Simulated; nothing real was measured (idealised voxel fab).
The process module presented herein is designated voxel double patterning.
Section shown: cut. Width: 240 nm. Cell size: 5 nm, square.
How to read a cross-section here: the picture is a grid of square cells, written as bands going from the top down, and any band can span one or more rows of cells.
Look at the band entry: it leads with the top's height and the bottom's height in nm. Then it lists the materials left to right, with a width in nm for each. The word "everywhere" on a single material says that material fills the band edge to edge. The word "blank" is empty space.
Convention: height 0 is the level below which the wafer, as received, is all one material. The lowest band does not terminate at the bottom but continues downward, represented as "top 0, no bottom".
Top row gets the first number, bottom row gets the second, and each row in between changes by the same step: that is how a band width like "30->40" works.
Take "everything unchanged" at face value: in the step it is given for, the cross-section changed in none of its cells.
The list in "Closed internal voids" covers empty spaces of 8 cells or more that cannot reach the top through any open way, and it gives each as width x height at distance; the distance is from the left edge, and width, height and distance are in nm.
Past the settings on a step's line: simulator remark, on that step.
On any step carrying a mask, the "overlay nm" setting, if present on the step's line, tells how far right of its planned place the mask lay; negative values point to the left.

### So here's the lineup of process steps we planned
1) RECEIVE, material Si
2) CONFORMAL_DEP, material SiO2, thk nm 10
3) DIRECTIONAL_DEP, material polySi, thk nm 15
4) DIRECTIONAL_DEP, material SiN, thk nm 10
5) MASKED_ETCH, tone open, mask id FIRST, width nm 15, pitch nm 50, etch materials SiN, depth nm 10, overlay nm 0
6) MASKED_ETCH, tone open, mask id SECOND, width nm 15, pitch nm 50, etch materials SiN, depth nm 10, overlay nm 0
7) DIRECTIONAL_ETCH, etch materials polySi, depth nm 15
8) STRIP, etch materials SiN

### First out of two wafers; run went to plan

### Wafer as received: cross-section following step 1
  top 0, no bottom  Si everywhere
  Closed internal voids: none

### Cross-section through the wafer, step 2 finished
  top 10, bottom 0  SiO2 everywhere
  Under 0: no change, same as before.

### Cross-section through the wafer, step 3 finished
  top 25, bottom 10  polySi everywhere
  Under 10: no change, same as before.

### Cross-section through the wafer, step 4 finished
  top 35, bottom 25  SiN everywhere
  Under 25: no change, same as before.

### Cross-section through the wafer, step 5 finished
  top 35, bottom 25  60 of SiN | 15 of blank | 35 of SiN | 15 of blank | 35 of SiN | 15 of blank | 65 of SiN
  Under 25: no change, same as before.

### Cross-section through the wafer, step 6 finished
  top 35, bottom 25  60 of SiN | 15 of blank | 10 of SiN | 15 of blank | 10 of SiN | 15 of blank | 10 of SiN | 15 of blank | 10 of SiN | 15 of blank | 65 of SiN
  Under 25: no change, same as before.

### Cross-section through the wafer, step 7 finished
  top 35, bottom 25  60 of SiN | 15 of blank | 10 of SiN | 15 of blank | 10 of SiN | 15 of blank | 10 of SiN | 15 of blank | 10 of SiN | 15 of blank | 65 of SiN
  top 25, bottom 10  60 of polySi | 15 of blank | 10 of polySi | 15 of blank | 10 of polySi | 15 of blank | 10 of polySi | 15 of blank | 10 of polySi | 15 of blank | 65 of polySi
  Under 10: no change, same as before.

### Cross-section through the wafer, step 8 finished
  top 25, bottom 10  60 of polySi | 15 of blank | 10 of polySi | 15 of blank | 10 of polySi | 15 of blank | 10 of polySi | 15 of blank | 10 of polySi | 15 of blank | 65 of polySi
  Under 10: no change, same as before.

### Regarding the second of the two wafers: it shared the first wafer's starting condition and process plan, yet one error occurred during its execution. Its history coincides with that of the first wafer up to and including step 4

### Second wafer: cross-section at the scheduled end of step 5
  top 35, bottom 25  60 of SiN | 20 of blank | 30 of SiN | 20 of blank | 30 of SiN | 20 of blank | 60 of SiN
  Under 25: no change, same as before.

### Second wafer: cross-section at the scheduled end of step 6
  top 35, bottom 25  60 of SiN | 20 of blank | 5 of SiN | 15 of blank | 10 of SiN | 20 of blank | 5 of SiN | 15 of blank | 10 of SiN | 20 of blank | 60 of SiN
  Under 25: no change, same as before.

### Second wafer: cross-section at the scheduled end of step 7
  top 35, bottom 25  60 of SiN | 20 of blank | 5 of SiN | 15 of blank | 10 of SiN | 20 of blank | 5 of SiN | 15 of blank | 10 of SiN | 20 of blank | 60 of SiN
  top 25, bottom 10  60 of polySi | 20 of blank | 5 of polySi | 15 of blank | 10 of polySi | 20 of blank | 5 of polySi | 15 of blank | 10 of polySi | 20 of blank | 60 of polySi
  Under 10: no change, same as before.

### Second wafer: cross-section at the scheduled end of step 8
  top 25, bottom 10  60 of polySi | 20 of blank | 5 of polySi | 15 of blank | 10 of polySi | 20 of blank | 5 of polySi | 15 of blank | 10 of polySi | 20 of blank | 60 of polySi
  Under 10: no change, same as before.
The mistake made against the process plan was this: so step 5 ended up running with a different setting than we planned, it ran as MASKED_ETCH, tone open, mask id FIRST, width nm 20, pitch nm 50, etch materials SiN, depth nm 10, overlay nm 0
Final tally in cells, some materials are higher or lower on the second wafer than on the first: -9 polySi
